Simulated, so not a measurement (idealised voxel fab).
Proc. module: voxel capacitor over wiring
It is cross-section cut that appears here, measuring 260 nm in width, its square cells being 5 nm in size.
Bands, listed from the top down, are how a cross-section gets written in this document; the cross-section itself is a grid of square cells, and a band is one or more rows of them.
Heights first: top, then bottom, in nm. Then materials, left to right, each with a width in nm. "throughout" on a single material: fills the band edge to edge. "air": empty space.
Where do heights start? At 0: under that level the wafer as delivered is made of one material only. And the lowest band has no floor; it just carries on downward, as in "0..down".
Note: "30->40" means the width goes from the first number (top row of the band) to the second number (bottom row) in equal steps per row of cells.
Key: "no modification" - step with no changed cell in the cross-section.
Closed empty spaces (no open way to the top) of 8 cells or more are what "Voids, fully enclosed" lists, each as width x height at distance from the left edge, nm for all three.
Anything after a step's settings on that line? It's the simulator's own note about the step.
overlay nm: right-of-plan distance of the mask on a masked step; negative values mean left-of-plan.
Planned step list for the process:
1 RECEIVE: material Si
2 CONFORMAL_DEP: material SiO2, thk nm 15
3 DIRECTIONAL_DEP: material TiN, thk nm 5
4 DIRECTIONAL_DEP: material W, thk nm 25
5 DIRECTIONAL_DEP: material aC, thk nm 10
6 PATTERN: tone cover, mask id METAL_1, material resist, width nm 20, pitch nm 85, thk nm 25, overlay nm 0
7 DIRECTIONAL_ETCH: etch materials aC, depth nm 10
8 STRIP: etch materials resist
9 DIRECTIONAL_ETCH: etch materials W, depth nm 25
10 DIRECTIONAL_ETCH: etch materials TiN, depth nm 5
11 STRIP: etch materials aC
12 CONFORMAL_DEP: material SiN, thk nm 5
13 FILL_DEP: material SiO2, thk nm 5
14 CMP: height nm 45
15 CONFORMAL_DEP: material SiCN, thk nm 5
16 DIRECTIONAL_DEP: material lowk, thk nm 10
17 MASKED_ETCH: tone open, mask id PLUG_1, width nm 15, etch materials lowk, depth nm 10, overlay nm 0
18 MASKED_ETCH: tone open, mask id PLUG_1, width nm 15, etch materials SiCN, depth nm 5, overlay nm 0
19 CONFORMAL_DEP: material TiN, thk nm 5
20 FILL_DEP: material Cu, thk nm 10
21 CMP: height nm 60
22 DIRECTIONAL_DEP: material TiN, thk nm 10
23 DIRECTIONAL_DEP: material HfO2, thk nm 5
24 DIRECTIONAL_DEP: material TiN, thk nm 5
25 DIRECTIONAL_DEP: material aC, thk nm 15
26 PATTERN: tone cover, mask id UPPER_PLATE, material resist, width nm 70, thk nm 35, overlay nm 0
27 DIRECTIONAL_ETCH: etch materials aC, depth nm 15
28 STRIP: etch materials resist
29 DIRECTIONAL_ETCH: etch materials TiN, depth nm 5
30 DIRECTIONAL_ETCH: etch materials HfO2, depth nm 5
31 STRIP: etch materials aC
32 MASKED_ETCH: tone cover, mask id LOWER_PLATE, width nm 80, etch materials TiN, depth nm 10, overlay nm 0
33 FILL_DEP: material SiO2, thk nm 20
34 CMP: height nm 95
35 PATTERN: tone open, mask id PLUG_2, material resist, width nm 15, thk nm 15, overlay nm 0
36 DIRECTIONAL_ETCH: etch materials SiO2, depth nm 15
37 STRIP: etch materials resist
38 CONFORMAL_DEP: material TiN, thk nm 5
39 FILL_DEP: material Cu, thk nm 5
40 CMP: height nm 95
41 CONFORMAL_DEP: material SiN, thk nm 5
Cross-section of the wafer at receipt, which is the condition after step 1:
> 0..down | Si throughout
> Voids, fully enclosed: none
Wafer cross-section at end of module: start and plan as shown above, one execution error:
> 110..95 | SiN throughout
> 95..85 | SiO2: 90 | TiN: 5 | Cu: 5 | TiN: 5 | SiO2: 155
> 85..75 | SiO2: 90->80 | TiN: 15->70 | SiO2: 155->110
> 75..70 | SiO2: 80 | HfO2: 70 | SiO2: 110
> 70..60 | SiO2: 75 | TiN: 80 | SiO2: 105
> 60..50 | lowk: 80 | TiN: 5 | Cu: 5 | TiN: 5 | lowk: 165
> 50..45 | SiCN: 80 | TiN: 15 | SiCN: 165
> 45..20 | SiO2: 70 | SiN: 5 | W: 20 | SiN: 5 | SiO2: 55 | SiN: 5 | W: 20 | SiN: 5 | SiO2: 75
> 20..15 | SiN: 75 | TiN: 20 | SiN: 65 | TiN: 20 | SiN: 80
> 15..0 | SiO2 throughout
> 0..down | Si throughout
> Voids, fully enclosed: none
Want to know what went wrong? step 41 ran as: CONFORMAL_DEP: material SiN, thk nm 15
